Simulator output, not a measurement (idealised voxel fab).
process module | voxel air gaps
cross-section cut | 295 nm wide | cells 5 nm
A cross-section is a grid of square cells, given in bands from the top down. A band is one or more rows of cells.
Each band's line starts with the height of the band's top and of its bottom, in nm. Then come its materials from left to right, each with its width in nm. One material with "throughout" fills the band from edge to edge. "air" is empty space.
Height 0 is the level under which the wafer as received is all one material. The lowest band goes on downwards, as in "0 down".
A width such as "30 to 40" changes by the same amount from each row of cells to the next, from the band's top row to its bottom row.
"no change" after a step means that no cell of the cross-section changed.
closed voids: empty space of 8 cells or more with no open way to the top, each as width x height at its distance from the left edge, in nm
after a step's settings: what the simulator itself notes on the step
overlay nm, on a step with a mask: how far to the right of its planned place the mask lay; to the left if negative
plan
1 op RECEIVE | material Si
2 op CONFORMAL_DEP | material SiO2 | thk nm 15
3 op CONFORMAL_DEP | material SiCN | thk nm 5
4 op DIRECTIONAL_DEP | material SiO2 | thk nm 40
5 op PATTERN | tone open | mask id LINES | material resist | width nm 20 | pitch nm 45 | thk nm 15 | overlay nm 0
6 op DIRECTIONAL_ETCH | etch materials SiO2 | depth nm 40
7 op STRIP | etch materials resist
8 op CONFORMAL_DEP | material TiN | thk nm 5
9 op FILL_DEP | material Ru | thk nm 10
10 op CMP | height nm 60
11 op EPI | material Ru | thk nm 10
12 op SELECTIVE_ETCH | etch materials SiO2 | depth nm 50
13 op CONFORMAL_DEP | material SiCN | thk nm 5
as received, after step 1
  0 down: Si throughout
  closed voids: none
a wafer at the end: this start, this plan, one mistake
  75 to 70: SiCN throughout
  70 to 60: Ru throughout
  60 to 55: TiN 75 | Ru 10 | TiN 35 | Ru 10 | TiN 35 | Ru 10 | TiN 35 | Ru 10 | TiN 75
  55 to 20: SiO2 70 | TiN 5 | Ru 10 | TiN 5 | SiO2 25 | TiN 5 | Ru 10 | TiN 5 | SiO2 25 | TiN 5 | Ru 10 | TiN 5 | SiO2 25 | TiN 5 | Ru 10 | TiN 5 | SiO2 70
  20 to 15: SiO2 70 | TiN 20 | SiO2 25 | TiN 20 | SiO2 25 | TiN 20 | SiO2 25 | TiN 20 | SiO2 70
  15 to 10: SiCN throughout
  10 to 0: SiO2 throughout
  0 down: Si throughout
  closed voids: none
what went wrong: step 2 ran as: op CONFORMAL_DEP | material SiO2 | thk nm 10
